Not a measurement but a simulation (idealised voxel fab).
The following is a process module called voxel trench capacitor.
For reference, the cross-section in this document is cut, with width 225 nm and square cells of 5 nm.
Heads up, the way a cross-section reads in here is a grid of square cells, handed over as bands from the top down, with every band being one or more rows of cells. In this notation a band is specified by the heights of its top and bottom, in that order and in nm, after which its materials appear from left to right, each paired with its width in nm. The word "all across" attached to a single material means that material fills the band from edge to edge; the word "air" stands for empty space. Heads up on the height convention: 0 is the point under which the incoming wafer is all one material, and the lowest band has no bottom, it just keeps going down, like "z 0 and below". A two-number width, for instance "30..40", indicates that the width is equal to the first number in the top row of the band and to the second number in the bottom row, and that it changes by a constant amount per row of cells. A step reported as "no change" is a step in which no cell of the cross-section changed. In "Closed cavities" the enclosed voids are listed, meaning empty spaces of 8 cells or larger without any opening to the top. The form is width x height at distance, distance from the left edge, units nm. On each step's line, the part that comes after the settings is the simulator's own comment on the step. overlay nm: mask right of planned place by this much (step with mask). Neg. = left.

## Process steps foreseen in the plan
step 1: RECEIVE,material Si
step 2: CONFORMAL_DEP,material SiN,thk nm 10
step 3: DIRECTIONAL_DEP,material aC,thk nm 15
step 4: PATTERN,tone open,mask id TRENCH,material resist,width nm 25,pitch nm 50,thk nm 30,overlay nm 0
step 5: DIRECTIONAL_ETCH,etch materials aC,depth nm 15
step 6: STRIP,etch materials resist
step 7: DIRECTIONAL_ETCH,etch materials SiN,depth nm 10
step 8: DIRECTIONAL_ETCH,etch materials Si,depth nm 25
step 9: STRIP,etch materials aC
step 10: CONFORMAL_DEP,material HfO2,thk nm 5
step 11: CONFORMAL_DEP,material TiN,thk nm 5
step 12: FILL_DEP,material W,thk nm 5
step 13: CMP,height nm 10

## The following pertains to the first of two wafers, which was processed as planned

## Received-state cross-section, reflecting completion of step 1
	z 0 and below | Si all across
	Closed cavities: none

## Wafer after step 2 (cross-section)
	z 10 to 0 | SiN all across
	Below 0 it's all the same as before, nothing changed down there.

## Wafer after step 3 (cross-section)
	z 25 to 10 | aC all across
	Below 10 it's all the same as before, nothing changed down there.

## Wafer after step 4 (cross-section)
	z 55 to 25 | resist 25 | air 25 | resist 25 | air 25 | resist 25 | air 25 | resist 25 | air 25 | resist 25
	Below 25 it's all the same as before, nothing changed down there.

## Wafer after step 5 (cross-section)
	z 40 to 25 | resist 25 | air 25 | resist 25 | air 25 | resist 25 | air 25 | resist 25 | air 25 | resist 25
	z 25 to 10 | aC 25 | air 25 | aC 25 | air 25 | aC 25 | air 25 | aC 25 | air 25 | aC 25
	Below 10 it's all the same as before, nothing changed down there.

## Wafer after step 6 (cross-section)
	z 25 to 10 | aC 25 | air 25 | aC 25 | air 25 | aC 25 | air 25 | aC 25 | air 25 | aC 25
	Below 10 it's all the same as before, nothing changed down there.

## Wafer after step 7 (cross-section)
	z 25 to 10 | aC 25 | air 25 | aC 25 | air 25 | aC 25 | air 25 | aC 25 | air 25 | aC 25
	z 10 to 0 | SiN 25 | air 25 | SiN 25 | air 25 | SiN 25 | air 25 | SiN 25 | air 25 | SiN 25
	Below 0 it's all the same as before, nothing changed down there.

## Wafer after step 8 (cross-section)
	z 25 to 10 | aC 25 | air 25 | aC 25 | air 25 | aC 25 | air 25 | aC 25 | air 25 | aC 25
	z 10 to 0 | SiN 25 | air 25 | SiN 25 | air 25 | SiN 25 | air 25 | SiN 25 | air 25 | SiN 25
	z 0 to -25 | Si 25 | air 25 | Si 25 | air 25 | Si 25 | air 25 | Si 25 | air 25 | Si 25
	Below -25 it's all the same as before, nothing changed down there.

## Wafer after step 9 (cross-section)
	z 10 to 0 | SiN 25 | air 25 | SiN 25 | air 25 | SiN 25 | air 25 | SiN 25 | air 25 | SiN 25
	Below 0 it's all the same as before, nothing changed down there.

## Wafer after step 10 (cross-section)
	z 15 to 10 | HfO2 30 | air 15 | HfO2 35 | air 15 | HfO2 35 | air 15 | HfO2 35 | air 15 | HfO2 30
	z 10 to 0 | SiN 25 | HfO2 5 | air 15 | HfO2 5 | SiN 25 | HfO2 5 | air 15 | HfO2 5 | SiN 25 | HfO2 5 | air 15 | HfO2 5 | SiN 25 | HfO2 5 | air 15 | HfO2 5 | SiN 25
	z 0 to -20 | Si 25 | HfO2 5 | air 15 | HfO2 5 | Si 25 | HfO2 5 | air 15 | HfO2 5 | Si 25 | HfO2 5 | air 15 | HfO2 5 | Si 25 | HfO2 5 | air 15 | HfO2 5 | Si 25
	z -20 to -25 | Si 25 | HfO2 25 | Si 25 | HfO2 25 | Si 25 | HfO2 25 | Si 25 | HfO2 25 | Si 25
	Below -25 it's all the same as before, nothing changed down there.

## Wafer after step 11 (cross-section)
	z 20 to 15 | TiN 35 | air 5 | TiN 45 | air 5 | TiN 45 | air 5 | TiN 45 | air 5 | TiN 35
	z 15 to 10 | HfO2 30 | TiN 5 | air 5 | TiN 5 | HfO2 35 | TiN 5 | air 5 | TiN 5 | HfO2 35 | TiN 5 | air 5 | TiN 5 | HfO2 35 | TiN 5 | air 5 | TiN 5 | HfO2 30
	z 10 to 0 | SiN 25 | HfO2 5 | TiN 5 | air 5 | TiN 5 | HfO2 5 | SiN 25 | HfO2 5 | TiN 5 | air 5 | TiN 5 | HfO2 5 | SiN 25 | HfO2 5 | TiN 5 | air 5 | TiN 5 | HfO2 5 | SiN 25 | HfO2 5 | TiN 5 | air 5 | TiN 5 | HfO2 5 | SiN 25
	z 0 to -15 | Si 25 | HfO2 5 | TiN 5 | air 5 | TiN 5 | HfO2 5 | Si 25 | HfO2 5 | TiN 5 | air 5 | TiN 5 | HfO2 5 | Si 25 | HfO2 5 | TiN 5 | air 5 | TiN 5 | HfO2 5 | Si 25 | HfO2 5 | TiN 5 | air 5 | TiN 5 | HfO2 5 | Si 25
	z -15 to -20 | Si 25 | HfO2 5 | TiN 15 | HfO2 5 | Si 25 | HfO2 5 | TiN 15 | HfO2 5 | Si 25 | HfO2 5 | TiN 15 | HfO2 5 | Si 25 | HfO2 5 | TiN 15 | HfO2 5 | Si 25
	Below -20 it's all the same as before, nothing changed down there.

## Wafer after step 12 (cross-section)
	z 25 to 20 | W all across
	z 20 to 15 | TiN 35 | W 5 | TiN 45 | W 5 | TiN 45 | W 5 | TiN 45 | W 5 | TiN 35
	z 15 to 10 | HfO2 30 | TiN 5 | W 5 | TiN 5 | HfO2 35 | TiN 5 | W 5 | TiN 5 | HfO2 35 | TiN 5 | W 5 | TiN 5 | HfO2 35 | TiN 5 | W 5 | TiN 5 | HfO2 30
	z 10 to 0 | SiN 25 | HfO2 5 | TiN 5 | W 5 | TiN 5 | HfO2 5 | SiN 25 | HfO2 5 | TiN 5 | W 5 | TiN 5 | HfO2 5 | SiN 25 | HfO2 5 | TiN 5 | W 5 | TiN 5 | HfO2 5 | SiN 25 | HfO2 5 | TiN 5 | W 5 | TiN 5 | HfO2 5 | SiN 25
	z 0 to -15 | Si 25 | HfO2 5 | TiN 5 | W 5 | TiN 5 | HfO2 5 | Si 25 | HfO2 5 | TiN 5 | W 5 | TiN 5 | HfO2 5 | Si 25 | HfO2 5 | TiN 5 | W 5 | TiN 5 | HfO2 5 | Si 25 | HfO2 5 | TiN 5 | W 5 | TiN 5 | HfO2 5 | Si 25
	Below -15 it's all the same as before, nothing changed down there.

## Wafer after step 13 (cross-section)
	z 10 to 0 | SiN 25 | HfO2 5 | TiN 5 | W 5 | TiN 5 | HfO2 5 | SiN 25 | HfO2 5 | TiN 5 | W 5 | TiN 5 | HfO2 5 | SiN 25 | HfO2 5 | TiN 5 | W 5 | TiN 5 | HfO2 5 | SiN 25 | HfO2 5 | TiN 5 | W 5 | TiN 5 | HfO2 5 | SiN 25
	Below 0 it's all the same as before, nothing changed down there.

## Second wafer - shared start and plan with the first - one error in running - same as the first up to step 7 inclusive

## Second wafer shown in cross-section at the time step 8 was slated to end
	z 25 to 10 | aC 25 | air 25 | aC 25 | air 25 | aC 25 | air 25 | aC 25 | air 25 | aC 25
	z 10 to 0 | SiN 25 | air 25 | SiN 25 | air 25 | SiN 25 | air 25 | SiN 25 | air 25 | SiN 25
	z 0 to -35 | Si 25 | air 25 | Si 25 | air 25 | Si 25 | air 25 | Si 25 | air 25 | Si 25
	Below -35 it's all the same as before, nothing changed down there.

## Second wafer shown in cross-section at the time step 9 was slated to end
	z 10 to 0 | SiN 25 | air 25 | SiN 25 | air 25 | SiN 25 | air 25 | SiN 25 | air 25 | SiN 25
	Below 0 it's all the same as before, nothing changed down there.

## Second wafer shown in cross-section at the time step 10 was slated to end
	z 15 to 10 | HfO2 30 | air 15 | HfO2 35 | air 15 | HfO2 35 | air 15 | HfO2 35 | air 15 | HfO2 30
	z 10 to 0 | SiN 25 | HfO2 5 | air 15 | HfO2 5 | SiN 25 | HfO2 5 | air 15 | HfO2 5 | SiN 25 | HfO2 5 | air 15 | HfO2 5 | SiN 25 | HfO2 5 | air 15 | HfO2 5 | SiN 25
	z 0 to -30 | Si 25 | HfO2 5 | air 15 | HfO2 5 | Si 25 | HfO2 5 | air 15 | HfO2 5 | Si 25 | HfO2 5 | air 15 | HfO2 5 | Si 25 | HfO2 5 | air 15 | HfO2 5 | Si 25
	z -30 to -35 | Si 25 | HfO2 25 | Si 25 | HfO2 25 | Si 25 | HfO2 25 | Si 25 | HfO2 25 | Si 25
	Below -35 it's all the same as before, nothing changed down there.

## Second wafer shown in cross-section at the time step 11 was slated to end
	z 20 to 15 | TiN 35 | air 5 | TiN 45 | air 5 | TiN 45 | air 5 | TiN 45 | air 5 | TiN 35
	z 15 to 10 | HfO2 30 | TiN 5 | air 5 | TiN 5 | HfO2 35 | TiN 5 | air 5 | TiN 5 | HfO2 35 | TiN 5 | air 5 | TiN 5 | HfO2 35 | TiN 5 | air 5 | TiN 5 | HfO2 30
	z 10 to 0 | SiN 25 | HfO2 5 | TiN 5 | air 5 | TiN 5 | HfO2 5 | SiN 25 | HfO2 5 | TiN 5 | air 5 | TiN 5 | HfO2 5 | SiN 25 | HfO2 5 | TiN 5 | air 5 | TiN 5 | HfO2 5 | SiN 25 | HfO2 5 | TiN 5 | air 5 | TiN 5 | HfO2 5 | SiN 25
	z 0 to -25 | Si 25 | HfO2 5 | TiN 5 | air 5 | TiN 5 | HfO2 5 | Si 25 | HfO2 5 | TiN 5 | air 5 | TiN 5 | HfO2 5 | Si 25 | HfO2 5 | TiN 5 | air 5 | TiN 5 | HfO2 5 | Si 25 | HfO2 5 | TiN 5 | air 5 | TiN 5 | HfO2 5 | Si 25
	z -25 to -30 | Si 25 | HfO2 5 | TiN 15 | HfO2 5 | Si 25 | HfO2 5 | TiN 15 | HfO2 5 | Si 25 | HfO2 5 | TiN 15 | HfO2 5 | Si 25 | HfO2 5 | TiN 15 | HfO2 5 | Si 25
	Below -30 it's all the same as before, nothing changed down there.

## Second wafer shown in cross-section at the time step 12 was slated to end
	z 25 to 20 | W all across
	z 20 to 15 | TiN 35 | W 5 | TiN 45 | W 5 | TiN 45 | W 5 | TiN 45 | W 5 | TiN 35
	z 15 to 10 | HfO2 30 | TiN 5 | W 5 | TiN 5 | HfO2 35 | TiN 5 | W 5 | TiN 5 | HfO2 35 | TiN 5 | W 5 | TiN 5 | HfO2 35 | TiN 5 | W 5 | TiN 5 | HfO2 30
	z 10 to 0 | SiN 25 | HfO2 5 | TiN 5 | W 5 | TiN 5 | HfO2 5 | SiN 25 | HfO2 5 | TiN 5 | W 5 | TiN 5 | HfO2 5 | SiN 25 | HfO2 5 | TiN 5 | W 5 | TiN 5 | HfO2 5 | SiN 25 | HfO2 5 | TiN 5 | W 5 | TiN 5 | HfO2 5 | SiN 25
	z 0 to -25 | Si 25 | HfO2 5 | TiN 5 | W 5 | TiN 5 | HfO2 5 | Si 25 | HfO2 5 | TiN 5 | W 5 | TiN 5 | HfO2 5 | Si 25 | HfO2 5 | TiN 5 | W 5 | TiN 5 | HfO2 5 | Si 25 | HfO2 5 | TiN 5 | W 5 | TiN 5 | HfO2 5 | Si 25
	Below -25 it's all the same as before, nothing changed down there.

## Second wafer shown in cross-section at the time step 13 was slated to end
	z 10 to 0 | SiN 25 | HfO2 5 | TiN 5 | W 5 | TiN 5 | HfO2 5 | SiN 25 | HfO2 5 | TiN 5 | W 5 | TiN 5 | HfO2 5 | SiN 25 | HfO2 5 | TiN 5 | W 5 | TiN 5 | HfO2 5 | SiN 25 | HfO2 5 | TiN 5 | W 5 | TiN 5 | HfO2 5 | SiN 25
	Below 0 it's all the same as before, nothing changed down there.
What was the processing mistake? step 8 deviated from plan and actually ran as DIRECTIONAL_ETCH,etch materials Si,depth nm 35
Per the end-of-run cell counts, the second wafer holds more or fewer of some materials than the first: HfO2 +16 | Si -40 | TiN +16 | W +8
